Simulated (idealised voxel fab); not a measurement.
A process module follows: voxel released beams.
cross-section cut | 290 nm wide | cells 5 nm
Just so we're on the same page, the cross-sections are grids of square cells, and they're listed out in bands top to bottom, each band one or more rows deep. For a band, the entry starts with two heights in nm, that of the top and then that of the bottom, and carries on with the band's materials in order from left to right, each alongside its width in nm; the word "throughout" beside a single material means it fills the band edge to edge, and "air" means empty space. Below 0: as-received wafer, all one material; heights counted from there. Lowest band: no bottom, goes on down, written "top 0, no bottom". With a width like "30..40", each row of cells in the band differs from the next by the same amount, the top row carrying the first number and the bottom row the second. "no change" means the step left every cell of the cross-section as it was. The entry "Unvented internal voids" lists the empty spaces that cover at least 8 cells and have no open path to the top. Each is written as width x height at distance, where the distance is measured from the left edge and all three values are in nm. Heads up: the bit after the settings on a step's line is the simulator's remark on that step. overlay nm: for a step with a mask, the amount by which the mask lay right of where it was planned; a negative amount means left of it.

Here's what the planned process steps look like
1 RECEIVE: material Si
2 CONFORMAL_DEP: material Al2O3, thk nm 10
3 DIRECTIONAL_DEP: material SiO2, thk nm 20
4 DIRECTIONAL_DEP: material aC, thk nm 10
5 PATTERN: tone open, mask id ANCHOR, material resist, width nm 40, thk nm 30, overlay nm 0
6 DIRECTIONAL_ETCH: etch materials aC, depth nm 10
7 STRIP: etch materials resist
8 DIRECTIONAL_ETCH: etch materials SiO2, depth nm 20
9 STRIP: etch materials aC
10 CONFORMAL_DEP: material SiN, thk nm 15
11 PATTERN: tone cover, mask id BEAM, material resist, width nm 115, thk nm 15, overlay nm 0
12 DIRECTIONAL_ETCH: etch materials SiN, depth nm 15
13 STRIP: etch materials resist
14 STRIP: etch materials SiO2

Incoming wafer in cross-section (state: after step 1)
top 0, no bottom: Si throughout
Unvented internal voids: none

Cross-sectional view of the first of the two wafers upon completion of the module, processed in accordance with the plan
top 45, bottom 30: air (85) | SiN (20) | air (10) | SiN (85) | air (90)
top 30, bottom 25: air (90) | SiN (15) | air (10) | SiN (15) | air (160)
top 25, bottom 10: air (90) | SiN (40) | air (160)
top 10, bottom 0: Al2O3 throughout
top 0, no bottom: Si throughout
Unvented internal voids: none

Cross-section of the latter of the two wafers at module completion. It had an identical start and an identical plan to the former; in running it, one mistake was made
top 35, bottom 20: air (85) | SiN (20) | air (10) | SiN (85) | air (90)
top 20, bottom 15: air (90) | SiN (15) | air (10) | SiN (15) | air (160)
top 15, bottom 0: air (90) | SiN (40) | air (160)
top 0, no bottom: Si throughout
Unvented internal voids: none
So what did we get wrong on this run? yeah, step 2 of the plan got skipped, never ran
FYI, end of process, the second wafer has more or fewer cells of some materials than the first: 116 fewer of Al2O3
